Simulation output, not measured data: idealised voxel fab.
Name of the process module below: voxel self aligned contacts
Square cells of 5 nm make up the cross-section cut, whose width is 230 nm.
Think of the cross-section as a grid of square cells. We describe it in bands, top to bottom, and each band covers one or more rows of those cells.
The entry gives the band's vertical extent as a top height and a bottom height in nm, then its horizontal make-up as materials from left to right, each with a width in nm. "air" stands for empty space; a single material marked "all across" fills the band edge to edge.
Convention: height 0 is the level below which the wafer, as received, is all one material. The lowest band does not terminate at the bottom but continues downward, represented as "0..down".
Per-row width for "30 to 40": begins at first number (top row of band), ends at second number (bottom row), increment between rows held constant.
What does "nothing was modified" mean for a step? It means no cell of the cross-section changed in that step.
Look at "Sealed void inventory" for the closed voids: empty spaces with no open path to the top, sized 8 cells or up. Each is width x height at distance, distance from the left edge, all nm.
The remark found on a step's line after its settings is issued by the simulator itself and pertains to that step.
A step line may carry the setting "overlay nm", which, for steps involving a mask, states the distance by which the mask lay to the right of its intended position; negative values denote displacement to the left.
PLAN
1. RECEIVE with material Si
2. CONFORMAL_DEP with material SiO2, thk nm 5
3. DIRECTIONAL_DEP with material polySi, thk nm 20
4. DIRECTIONAL_DEP with material SiN, thk nm 15
5. DIRECTIONAL_DEP with material aC, thk nm 15
6. PATTERN with tone cover, mask id GATE, material resist, width nm 20, pitch nm 55, thk nm 30, overlay nm 0
7. DIRECTIONAL_ETCH with etch materials aC, depth nm 15
8. STRIP with etch materials resist
9. DIRECTIONAL_ETCH with etch materials SiN, depth nm 15
10. DIRECTIONAL_ETCH with etch materials polySi, depth nm 20
11. STRIP with etch materials aC
12. CONFORMAL_DEP with material SiN, thk nm 5
13. DIRECTIONAL_ETCH with etch materials SiN, depth nm 5
14. FILL_DEP with material SiO2, thk nm 15
15. CMP with height nm 50
16. DIRECTIONAL_DEP with material aC, thk nm 15
17. PATTERN with tone open, mask id CONTACT, material resist, width nm 35, pitch nm 55, thk nm 35, overlay nm 0
18. DIRECTIONAL_ETCH with etch materials aC, depth nm 15
19. STRIP with etch materials resist
20. DIRECTIONAL_ETCH with etch materials SiO2, depth nm 50
21. STRIP with etch materials aC
22. CONFORMAL_DEP with material TiN, thk nm 5
23. FILL_DEP with material Ru, thk nm 5
24. CMP with height nm 50
25. CONFORMAL_DEP with material SiCN, thk nm 5
The value of width nm given for step 6 in the plan refers to the first wafer; the wafers vary in this setting and are alike at the start.
AS-RECEIVED STATE AFTER STEP 1, FIRST OF SEVERAL WAFERS, CROSS-SECTION
* 0..down: Si all across
* Sealed void inventory: none
CROSS-SECTION OF THE FIRST OF SEVERAL WAFERS, TAKEN AFTER STEP 25, WHERE THE MODULE ENDS
* 55..50: SiCN all across
* 50..40: 70 SiO2  5 to 10 TiN  25 to 15 Ru  5 to 10 TiN  20 SiO2  5 to 10 TiN  25 to 15 Ru  5 to 10 TiN  70 SiO2
* 40..25: 45 SiO2  30 SiN  5 TiN  15 Ru  5 TiN  30 SiN  5 TiN  15 Ru  5 TiN  30 SiN  45 SiO2
* 25..5: 45 SiO2  5 SiN  20 polySi  5 SiN  5 TiN  15 Ru  5 TiN  5 SiN  20 polySi  5 SiN  5 TiN  15 Ru  5 TiN  5 SiN  20 polySi  5 SiN  45 SiO2
* 5..0: 75 SiO2  25 TiN  30 SiO2  25 TiN  75 SiO2
* 0..down: Si all across
* Sealed void inventory: none
SHOWING THE LAST WAFER IN CROSS-SECTION AT THE END OF THE MODULE
* 55..50: SiCN all across
* 50..45: 70 SiO2  5 TiN  25 Ru  5 TiN  20 SiO2  5 TiN  25 Ru  5 TiN  70 SiO2
* 45..40: 70 SiO2  35 TiN  20 SiO2  35 TiN  70 SiO2
* 40..25: 35 SiO2  50 SiN  5 TiN  50 SiN  5 TiN  50 SiN  35 SiO2
* 25..5: 35 SiO2  5 SiN  40 polySi  5 SiN  5 TiN  5 SiN  40 polySi  5 SiN  5 TiN  5 SiN  40 polySi  5 SiN  35 SiO2
* 5..0: 85 SiO2  5 TiN  50 SiO2  5 TiN  85 SiO2
* 0..down: Si all across
* Sealed void inventory: none
PER WAFER, END OF MODULE: CELLS GAINED (+) OR LOST (-) PER MATERIAL SINCE RECEIPT, THEN CLOSED VOIDS
width nm 20, +58 Ru, +46 SiCN, +78 SiN, +226 SiO2, +50 TiN, +48 polySi, Sealed void inventory: none
width nm 25, +42 Ru, +46 SiCN, +87 SiN, +221 SiO2, +50 TiN, +60 polySi, Sealed void inventory: none
width nm 30, +26 Ru, +46 SiCN, +96 SiN, +216 SiO2, +50 TiN, +72 polySi, Sealed void inventory: none
width nm 35, +10 Ru, +46 SiCN, +105 SiN, +211 SiO2, +50 TiN, +84 polySi, Sealed void inventory: none
width nm 40, +10 Ru, +46 SiCN, +114 SiN, +206 SiO2, +34 TiN, +96 polySi, Sealed void inventory: none
